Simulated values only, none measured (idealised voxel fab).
Process module in this document: voxel self aligned contacts
The cross-section on display is named cut; it measures 240 nm wide, and its cells are 5 nm squares.
Cross-section spec: square-cell grid; bands listed top down; each band is one or more rows. A band entry consists of two parts. The first gives the height of the band's top and the height of its bottom, in nm. The rest lists the band's materials from left to right, each with its width in nm. A single material labelled with the word "full width" fills the band from edge to edge, and the word "air" marks empty space. Below 0: as-received wafer, all one material; heights counted from there. Lowest band: no bottom, goes on down, written "top 0, no bottom". When a width is written as two numbers, as in "30..40", the first number is the width in the top row of cells of the band and the second is the width in its bottom row, and the width changes by the same amount from each row to the next. You'll sometimes find "left unchanged" written for a step, and that's the way of saying that nowhere in the cross-section did a cell change during that step. Closed void inventory: empty space of 8 cells or more with no open way to the top, each as width x height at its distance from the left edge, in nm. It should be noted that, on the line of a given step, the content following the step's settings is a remark produced by the simulator itself with respect to that step. The "overlay nm" setting may appear on a step's line; for a step that uses a mask, it gives how far to the right of its planned position the mask lay, and a negative value indicates the left.

[List of planned process steps]
1. RECEIVE, material Si
2. OXIDIZE, depth nm 5
3. DIRECTIONAL_DEP, material polySi, thk nm 20
4. DIRECTIONAL_DEP, material SiN, thk nm 20
5. DIRECTIONAL_DEP, material aC, thk nm 15
6. PATTERN, tone cover, mask id GATE, material resist, width nm 30, pitch nm 70, thk nm 30, overlay nm 0
7. DIRECTIONAL_ETCH, etch materials aC, depth nm 15
8. STRIP, etch materials resist
9. DIRECTIONAL_ETCH, etch materials SiN, depth nm 20
10. DIRECTIONAL_ETCH, etch materials polySi, depth nm 20
11. STRIP, etch materials aC
12. CONFORMAL_DEP, material SiN, thk nm 10
13. DIRECTIONAL_ETCH, etch materials SiN, depth nm 10
14. FILL_DEP, material SiO2, thk nm 20
15. CMP, height nm 50
16. PATTERN, tone open, mask id CONTACT, material resist, width nm 50, thk nm 20, overlay nm 0
17. DIRECTIONAL_ETCH, etch materials SiO2, depth nm 55
18. STRIP, etch materials resist
19. CONFORMAL_DEP, material TiN, thk nm 5
20. FILL_DEP, material W, thk nm 10
21. CMP, height nm 50
22. CONFORMAL_DEP, material SiCN, thk nm 5

[Cross-section of the incoming wafer, state after step 1]
top 0, no bottom | Si full width
Closed void inventory: none

[Module complete - cross-section of the first of two wafers, run according to plan]
top 55, bottom 50 | SiCN full width
top 50, bottom 40 | SiO2 95 nm / TiN 5..20 nm / W 40..10 nm / TiN 5..20 nm / SiO2 95 nm
top 40, bottom 20 | SiO2 60 nm / SiN 50 nm / TiN 5 nm / W 10 nm / TiN 5 nm / SiN 50 nm / SiO2 60 nm
top 20, bottom 0 | SiO2 60 nm / SiN 10 nm / polySi 30 nm / SiN 10 nm / TiN 5 nm / W 10 nm / TiN 5 nm / SiN 10 nm / polySi 30 nm / SiN 10 nm / SiO2 60 nm
top 0, bottom -5 | SiO2 110 nm / TiN 20 nm / SiO2 110 nm
top -5, no bottom | Si full width
Closed void inventory: none

[Second wafer through the module, sectioned at the end: same beginning and same plan as the first wafer, with one mistake in carrying it out]
top 55, bottom 50 | SiN full width
top 50, bottom 40 | SiO2 95 nm / TiN 5..20 nm / W 40..10 nm / TiN 5..20 nm / SiO2 95 nm
top 40, bottom 20 | SiO2 60 nm / SiN 50 nm / TiN 5 nm / W 10 nm / TiN 5 nm / SiN 50 nm / SiO2 60 nm
top 20, bottom 0 | SiO2 60 nm / SiN 10 nm / polySi 30 nm / SiN 10 nm / TiN 5 nm / W 10 nm / TiN 5 nm / SiN 10 nm / polySi 30 nm / SiN 10 nm / SiO2 60 nm
top 0, bottom -5 | SiO2 110 nm / TiN 20 nm / SiO2 110 nm
top -5, no bottom | Si full width
Closed void inventory: none
What was the processing mistake? step 22 was not run as planned; what actually ran was CONFORMAL_DEP, material SiN, thk nm 5
At the finish, the second wafer shows more or fewer cells for some materials than the first does: 48 fewer of SiCN, 48 more of SiN
